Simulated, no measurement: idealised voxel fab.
process module | voxel quadruple lines
cross-section cut | 235 nm wide | cells 5 nm
A cross-section is a grid of square cells, given in bands from the top down. A band is one or more rows of cells.
Each band's line starts with the height of the band's top and of its bottom, in nm. Then come its materials from left to right, each with its width in nm. One material with "throughout" fills the band from edge to edge. "air" is empty space.
Height 0 is the level under which the wafer as received is all one material. The lowest band goes on downwards, as in "0 down".
A width such as "30 to 40" changes by the same amount from each row of cells to the next, from the band's top row to its bottom row.
"no change" after a step means that no cell of the cross-section changed.
closed voids: empty space of 8 cells or more with no open way to the top, each as width x height at its distance from the left edge, in nm
after a step's settings: what the simulator itself notes on the step
overlay nm, on a step with a mask: how far to the right of its planned place the mask lay; to the left if negative
plan
1 op RECEIVE | material Si
2 op CONFORMAL_DEP | material SiO2 | thk nm 5
3 op DIRECTIONAL_DEP | material Ru | thk nm 15
4 op DIRECTIONAL_DEP | material polySi | thk nm 15
5 op DIRECTIONAL_DEP | material aC | thk nm 25
6 op PATTERN | tone cover | mask id MANDREL | material resist | width nm 25 | pitch nm 80 | thk nm 35 | overlay nm 0
7 op DIRECTIONAL_ETCH | etch materials aC | depth nm 25
8 op STRIP | etch materials resist
9 op CONFORMAL_DEP | material SiO2 | thk nm 15
10 op DIRECTIONAL_ETCH | etch materials SiO2 | depth nm 15
11 op STRIP | etch materials aC
12 op DIRECTIONAL_ETCH | etch materials polySi | depth nm 15
13 op STRIP | etch materials SiO2
14 op CONFORMAL_DEP | material SiCN | thk nm 5
15 op DIRECTIONAL_ETCH | etch materials SiCN | depth nm 5
16 op STRIP | etch materials polySi
17 op DIRECTIONAL_ETCH | etch materials Ru | depth nm 15
18 op STRIP | etch materials SiCN
as received, after step 1
  0 down: Si throughout
  closed voids: none
a wafer at the end: this start, this plan, one mistake
  45 to 20: aC throughout
  20 to 5: Ru throughout
  5 to 0: SiO2 throughout
  0 down: Si throughout
  closed voids: none
what went wrong: steps 4 and 5 were swapped
